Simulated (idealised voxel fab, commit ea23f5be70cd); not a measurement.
A process module follows: voxel capacitor over wiring.
The cross-section on display is named cut; it measures 265 nm wide, and its cells are 5 nm squares.
Each cross-section below is a grid of square cells, stated as bands in top-down order, with one or more rows of cells making up each band. Read a band's entry like this: the first values are the height of its top and the height of its bottom in nm, and what follows is the sequence of materials from left to right, each with its width in nm. Note that "blank" is empty space, and that a single material marked "edge to edge" reaches across the band from edge to edge. Convention: height 0 is the level below which the wafer, as received, is all one material. The lowest band does not terminate at the bottom but continues downward, represented as "0..down". You'd read "30 to 40" like this: the band's top row of cells is as wide as the first number, its bottom row is as wide as the second, and going down, every row changes width by the same amount as the row before did. The designation "no change", where it is given for a processing step, indicates that no cell of the cross-section was altered in the course of that step. The entry "Closed void register" lists the empty spaces that cover at least 8 cells and have no open path to the top. Each is written as width x height at distance, where the distance is measured from the left edge and all three values are in nm. Heads up: the bit after the settings on a step's line is the simulator's remark on that step. overlay nm: right-of-plan distance of the mask on a masked step; negative values mean left-of-plan.
-- Below is the list of planned process steps
1,RECEIVE (material Si)
2,CONFORMAL_DEP (material SiO2; thk nm 10)
3,DIRECTIONAL_DEP (material TiN; thk nm 5)
4,DIRECTIONAL_DEP (material Ru; thk nm 15)
5,MASKED_ETCH (tone cover; mask id METAL_1; width nm 20; pitch nm 70; etch materials Ru; depth nm 15; overlay nm 0)
6,MASKED_ETCH (tone cover; mask id METAL_1; width nm 20; pitch nm 70; etch materials TiN; depth nm 5; overlay nm 0)
7,CONFORMAL_DEP (material SiCN; thk nm 5)
8,FILL_DEP (material lowk; thk nm 10)
9,CMP (height nm 30)
10,CONFORMAL_DEP (material SiCN; thk nm 5)
11,DIRECTIONAL_DEP (material lowk; thk nm 20)
12,PATTERN (tone open; mask id PLUG_1; material resist; width nm 15; thk nm 15; overlay nm 0)
13,DIRECTIONAL_ETCH (etch materials lowk; depth nm 20)
14,DIRECTIONAL_ETCH (etch materials SiCN; depth nm 5)
15,STRIP (etch materials resist)
16,CONFORMAL_DEP (material TiN; thk nm 5)
17,FILL_DEP (material Cu; thk nm 10)
18,CMP (height nm 55)
19,DIRECTIONAL_DEP (material TiN; thk nm 5)
20,DIRECTIONAL_DEP (material HfO2; thk nm 5)
21,DIRECTIONAL_DEP (material TiN; thk nm 5)
22,PATTERN (tone cover; mask id UPPER_PLATE; material resist; width nm 55; thk nm 20; overlay nm 0)
23,DIRECTIONAL_ETCH (etch materials TiN; depth nm 5)
24,DIRECTIONAL_ETCH (etch materials HfO2; depth nm 5)
25,STRIP (etch materials resist)
26,MASKED_ETCH (tone cover; mask id LOWER_PLATE; width nm 65; etch materials TiN; depth nm 5; overlay nm 0)
27,FILL_DEP (material SiO2; thk nm 15)
28,CMP (height nm 80)
29,PATTERN (tone open; mask id PLUG_2; material resist; width nm 15; thk nm 20; overlay nm 0)
30,DIRECTIONAL_ETCH (etch materials SiO2; depth nm 10)
31,STRIP (etch materials resist)
32,CONFORMAL_DEP (material TiN; thk nm 5)
33,FILL_DEP (material Cu; thk nm 10)
34,CMP (height nm 80)
35,CONFORMAL_DEP (material SiN; thk nm 5)
-- Cross-section of the incoming wafer, state after step 1
  0..down = Si edge to edge
  Closed void register: none
-- Post-module cross-section of the first of two wafers (run per plan)
  85..80 = SiN edge to edge
  80..75 = SiO2 100 nm / TiN 5 nm / Cu 5 nm / TiN 5 nm / SiO2 150 nm
  75..65 = SiO2 100 to 90 nm / TiN 15 to 55 nm / SiO2 150 to 120 nm
  65..60 = SiO2 90 nm / HfO2 55 nm / SiO2 120 nm
  60..55 = SiO2 85 nm / TiN 65 nm / SiO2 115 nm
  55..35 = lowk 90 nm / TiN 5 nm / Cu 5 nm / TiN 5 nm / lowk 160 nm
  35..30 = SiCN 90 nm / TiN 15 nm / SiCN 160 nm
  30..15 = lowk 80 nm / SiCN 5 nm / Ru 20 nm / SiCN 5 nm / lowk 40 nm / SiCN 5 nm / Ru 20 nm / SiCN 5 nm / lowk 85 nm
  15..10 = SiCN 85 nm / TiN 20 nm / SiCN 50 nm / TiN 20 nm / SiCN 90 nm
  10..0 = SiO2 edge to edge
  0..down = Si edge to edge
  Closed void register: none
-- Cross-sectional view: second of two wafers, end of module; start and plan identical to the first, one mistake in running
  75..70 = SiN edge to edge
  70..65 = SiO2 90 nm / TiN 55 nm / SiO2 120 nm
  65..60 = SiO2 90 nm / HfO2 55 nm / SiO2 120 nm
  60..55 = SiO2 85 nm / TiN 65 nm / SiO2 115 nm
  55..35 = lowk 90 nm / TiN 5 nm / Cu 5 nm / TiN 5 nm / lowk 160 nm
  35..30 = SiCN 90 nm / TiN 15 nm / SiCN 160 nm
  30..15 = lowk 80 nm / SiCN 5 nm / Ru 20 nm / SiCN 5 nm / lowk 40 nm / SiCN 5 nm / Ru 20 nm / SiCN 5 nm / lowk 85 nm
  15..10 = SiCN 85 nm / TiN 20 nm / SiCN 50 nm / TiN 20 nm / SiCN 90 nm
  10..0 = SiO2 edge to edge
  0..down = Si edge to edge
  Closed void register: none
Finding, execution versus plan: planned and actual differ for step 34; actual: CMP (height nm 70)
The final cell counts differ between the wafers, with the second having more or fewer of some materials than the first: Cu -1, SiO2 -100, TiN -5
